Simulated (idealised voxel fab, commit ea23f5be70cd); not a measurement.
The following process module bears the name voxel self aligned contacts.
FYI the section here is cut, 185 nm wide, cells are 5 nm squares.
Each cross-section below is a grid of square cells, stated as bands in top-down order, with one or more rows of cells making up each band.
Read a band's entry like this: the first values are the height of its top and the height of its bottom in nm, and what follows is the sequence of materials from left to right, each with its width in nm. Note that "blank" is empty space, and that a single material marked "everywhere" reaches across the band from edge to edge.
A quick word on heights: they are counted from 0, and under that level the wafer as it came to us is one material throughout. The lowest band is different from the rest in having no bottom; it simply continues downward, written as in "0..down".
Top row gets the first number, bottom row gets the second, and each row in between changes by the same step: that is how a band width like "30 to 40" works.
"no change occurred" means the step left every cell of the cross-section as it was.
The entry titled "Enclosed void catalog" provides the empty spaces that have no open way to the top, restricted to those of 8 cells or more. Each is presented as width x height at distance, the distance being measured from the left edge, with all three in nm.
Whatever follows a step's settings on its line is a remark the simulator itself makes about that step.
Regarding "overlay nm": on a step with a mask, it is the distance the mask lay to the right of its planned place; a negative value places it to the left.
The process steps that were planned are listed below
1. RECEIVE,material Si
2. OXIDIZE,depth nm 5
3. DIRECTIONAL_DEP,material polySi,thk nm 25
4. DIRECTIONAL_DEP,material SiN,thk nm 25
5. DIRECTIONAL_DEP,material aC,thk nm 10
6. PATTERN,tone cover,mask id GATE,material resist,width nm 25,pitch nm 65,thk nm 30,overlay nm 0
7. DIRECTIONAL_ETCH,etch materials aC,depth nm 10
8. STRIP,etch materials resist
9. DIRECTIONAL_ETCH,etch materials SiN,depth nm 25
10. DIRECTIONAL_ETCH,etch materials polySi,depth nm 25
11. STRIP,etch materials aC
12. CONFORMAL_DEP,material SiN,thk nm 10
13. DIRECTIONAL_ETCH,etch materials SiN,depth nm 10
14. FILL_DEP,material SiO2,thk nm 20
15. CMP,height nm 60
16. MASKED_ETCH,tone open,mask id CONTACT,width nm 50,pitch nm 65,etch materials SiO2,depth nm 65,overlay nm 0
17. CONFORMAL_DEP,material TiN,thk nm 5
18. FILL_DEP,material W,thk nm 5
19. CMP,height nm 60
20. CONFORMAL_DEP,material SiCN,thk nm 5
Wafer, first of two, run as planned
Cross-section of the wafer upon arrival, representing the state reached after step 1
  0..down  Si everywhere
  Enclosed void catalog: none
After step 2: wafer cross-section
  0..-5  SiO2 everywhere
  At heights below -5, the structure remains unaltered.
After step 3: wafer cross-section
  25..0  polySi everywhere
  At heights below 0, the structure remains unaltered.
After step 4: wafer cross-section
  50..25  SiN everywhere
  At heights below 25, the structure remains unaltered.
After step 5: wafer cross-section
  60..50  aC everywhere
  At heights below 50, the structure remains unaltered.
After step 6: wafer cross-section
  90..60  blank: 15, resist: 25, blank: 40, resist: 25, blank: 40, resist: 25, blank: 15
  At heights below 60, the structure remains unaltered.
After step 7: wafer cross-section
  80..60  blank: 15, resist: 25, blank: 40, resist: 25, blank: 40, resist: 25, blank: 15
  60..50  blank: 15, aC: 25, blank: 40, aC: 25, blank: 40, aC: 25, blank: 15
  At heights below 50, the structure remains unaltered.
After step 8: wafer cross-section
  60..50  blank: 15, aC: 25, blank: 40, aC: 25, blank: 40, aC: 25, blank: 15
  At heights below 50, the structure remains unaltered.
After step 9: wafer cross-section
  60..50  blank: 15, aC: 25, blank: 40, aC: 25, blank: 40, aC: 25, blank: 15
  50..25  blank: 15, SiN: 25, blank: 40, SiN: 25, blank: 40, SiN: 25, blank: 15
  At heights below 25, the structure remains unaltered.
After step 10: wafer cross-section
  60..50  blank: 15, aC: 25, blank: 40, aC: 25, blank: 40, aC: 25, blank: 15
  50..25  blank: 15, SiN: 25, blank: 40, SiN: 25, blank: 40, SiN: 25, blank: 15
  25..0  blank: 15, polySi: 25, blank: 40, polySi: 25, blank: 40, polySi: 25, blank: 15
  At heights below 0, the structure remains unaltered.
After step 11: wafer cross-section
  50..25  blank: 15, SiN: 25, blank: 40, SiN: 25, blank: 40, SiN: 25, blank: 15
  At heights below 25, the structure remains unaltered.
After step 12: wafer cross-section
  60..25  blank: 5, SiN: 45, blank: 20, SiN: 45, blank: 20, SiN: 45, blank: 5
  25..10  blank: 5, SiN: 10, polySi: 25, SiN: 10, blank: 20, SiN: 10, polySi: 25, SiN: 10, blank: 20, SiN: 10, polySi: 25, SiN: 10, blank: 5
  10..0  SiN: 15, polySi: 25, SiN: 40, polySi: 25, SiN: 40, polySi: 25, SiN: 15
  At heights below 0, the structure remains unaltered.
After step 13: wafer cross-section
  50..25  blank: 5, SiN: 45, blank: 20, SiN: 45, blank: 20, SiN: 45, blank: 5
  25..0  blank: 5, SiN: 10, polySi: 25, SiN: 10, blank: 20, SiN: 10, polySi: 25, SiN: 10, blank: 20, SiN: 10, polySi: 25, SiN: 10, blank: 5
  At heights below 0, the structure remains unaltered.
After step 14: wafer cross-section
  70..50  SiO2 everywhere
  50..25  SiO2: 5, SiN: 45, SiO2: 20, SiN: 45, SiO2: 20, SiN: 45, SiO2: 5
  25..0  SiO2: 5, SiN: 10, polySi: 25, SiN: 10, SiO2: 20, SiN: 10, polySi: 25, SiN: 10, SiO2: 20, SiN: 10, polySi: 25, SiN: 10, SiO2: 5
  At heights below 0, the structure remains unaltered.
After step 15: wafer cross-section
  60..50  SiO2 everywhere
  At heights below 50, the structure remains unaltered.
After step 16: wafer cross-section
  60..50  SiO2: 35, blank: 50, SiO2: 15, blank: 50, SiO2: 35
  50..25  SiO2: 5, SiN: 45, blank: 20, SiN: 45, blank: 20, SiN: 45, SiO2: 5
  25..0  SiO2: 5, SiN: 10, polySi: 25, SiN: 10, blank: 20, SiN: 10, polySi: 25, SiN: 10, blank: 20, SiN: 10, polySi: 25, SiN: 10, SiO2: 5
  0..-5  SiO2: 50, blank: 20, SiO2: 45, blank: 20, SiO2: 50
  At heights below -5, the structure remains unaltered.
After step 17: wafer cross-section
  65..60  TiN: 40, blank: 40, TiN: 25, blank: 40, TiN: 40
  60..50  SiO2: 35, TiN: 5 to 20, blank: 40 to 10, TiN: 5 to 20, SiO2: 15, TiN: 5 to 20, blank: 40 to 10, TiN: 5 to 20, SiO2: 35
  50..25  SiO2: 5, SiN: 45, TiN: 5, blank: 10, TiN: 5, SiN: 45, TiN: 5, blank: 10, TiN: 5, SiN: 45, SiO2: 5
  25..0  SiO2: 5, SiN: 10, polySi: 25, SiN: 10, TiN: 5, blank: 10, TiN: 5, SiN: 10, polySi: 25, SiN: 10, TiN: 5, blank: 10, TiN: 5, SiN: 10, polySi: 25, SiN: 10, SiO2: 5
  0..-5  SiO2: 50, TiN: 20, SiO2: 45, TiN: 20, SiO2: 50
  At heights below -5, the structure remains unaltered.
After step 18: wafer cross-section
  70..65  W everywhere
  65..60  TiN: 40, W: 40, TiN: 25, W: 40, TiN: 40
  60..50  SiO2: 35, TiN: 5 to 20, W: 40 to 10, TiN: 5 to 20, SiO2: 15, TiN: 5 to 20, W: 40 to 10, TiN: 5 to 20, SiO2: 35
  50..25  SiO2: 5, SiN: 45, TiN: 5, W: 10, TiN: 5, SiN: 45, TiN: 5, W: 10, TiN: 5, SiN: 45, SiO2: 5
  25..0  SiO2: 5, SiN: 10, polySi: 25, SiN: 10, TiN: 5, W: 10, TiN: 5, SiN: 10, polySi: 25, SiN: 10, TiN: 5, W: 10, TiN: 5, SiN: 10, polySi: 25, SiN: 10, SiO2: 5
  At heights below 0, the structure remains unaltered.
After step 19: wafer cross-section
  60..50  SiO2: 35, TiN: 5 to 20, W: 40 to 10, TiN: 5 to 20, SiO2: 15, TiN: 5 to 20, W: 40 to 10, TiN: 5 to 20, SiO2: 35
  At heights below 50, the structure remains unaltered.
After step 20: wafer cross-section
  65..60  SiCN everywhere
  At heights below 60, the structure remains unaltered.
Second Wafer (Identical Start and Plan, One Processing Error; Matches First Wafer Through Step 15)
Look at the second wafer in cross-section at the time step 16 ought to have finished
  60..50  SiO2: 45, blank: 50, SiO2: 15, blank: 50, SiO2: 25
  50..25  SiO2: 5, SiN: 45, blank: 20, SiN: 45, blank: 20, SiN: 45, SiO2: 5
  25..0  SiO2: 5, SiN: 10, polySi: 25, SiN: 10, blank: 20, SiN: 10, polySi: 25, SiN: 10, blank: 20, SiN: 10, polySi: 25, SiN: 10, SiO2: 5
  0..-5  SiO2: 50, blank: 20, SiO2: 45, blank: 20, SiO2: 50
  At heights below -5, the structure remains unaltered.
Look at the second wafer in cross-section at the time step 17 ought to have finished
  65..60  TiN: 50, blank: 40, TiN: 25, blank: 40, TiN: 30
  60..50  SiO2: 45, TiN: 5 to 10, blank: 40 to 10, TiN: 5 to 30, SiO2: 15, TiN: 5 to 10, blank: 40 to 10, TiN: 5 to 30, SiO2: 25
  50..25  SiO2: 5, SiN: 45, TiN: 5, blank: 10, TiN: 5, SiN: 45, TiN: 5, blank: 10, TiN: 5, SiN: 45, SiO2: 5
  25..0  SiO2: 5, SiN: 10, polySi: 25, SiN: 10, TiN: 5, blank: 10, TiN: 5, SiN: 10, polySi: 25, SiN: 10, TiN: 5, blank: 10, TiN: 5, SiN: 10, polySi: 25, SiN: 10, SiO2: 5
  0..-5  SiO2: 50, TiN: 20, SiO2: 45, TiN: 20, SiO2: 50
  At heights below -5, the structure remains unaltered.
Look at the second wafer in cross-section at the time step 18 ought to have finished
  70..65  W everywhere
  65..60  TiN: 50, W: 40, TiN: 25, W: 40, TiN: 30
  60..50  SiO2: 45, TiN: 5 to 10, W: 40 to 10, TiN: 5 to 30, SiO2: 15, TiN: 5 to 10, W: 40 to 10, TiN: 5 to 30, SiO2: 25
  50..25  SiO2: 5, SiN: 45, TiN: 5, W: 10, TiN: 5, SiN: 45, TiN: 5, W: 10, TiN: 5, SiN: 45, SiO2: 5
  25..0  SiO2: 5, SiN: 10, polySi: 25, SiN: 10, TiN: 5, W: 10, TiN: 5, SiN: 10, polySi: 25, SiN: 10, TiN: 5, W: 10, TiN: 5, SiN: 10, polySi: 25, SiN: 10, SiO2: 5
  At heights below 0, the structure remains unaltered.
Look at the second wafer in cross-section at the time step 19 ought to have finished
  60..50  SiO2: 45, TiN: 5 to 10, W: 40 to 10, TiN: 5 to 30, SiO2: 15, TiN: 5 to 10, W: 40 to 10, TiN: 5 to 30, SiO2: 25
  At heights below 50, the structure remains unaltered.
Look at the second wafer in cross-section at the time step 20 ought to have finished
  65..60  SiCN everywhere
  At heights below 60, the structure remains unaltered.
Misprocessing identified: heads up, step 16 didn't go per plan, it actually ran as MASKED_ETCH,tone open,mask id CONTACT,width nm 50,pitch nm 65,etch materials SiO2,depth nm 65,overlay nm 10
Tallied in cells, the final second wafer holds each material in the same quantity as the first, although not at the same places.
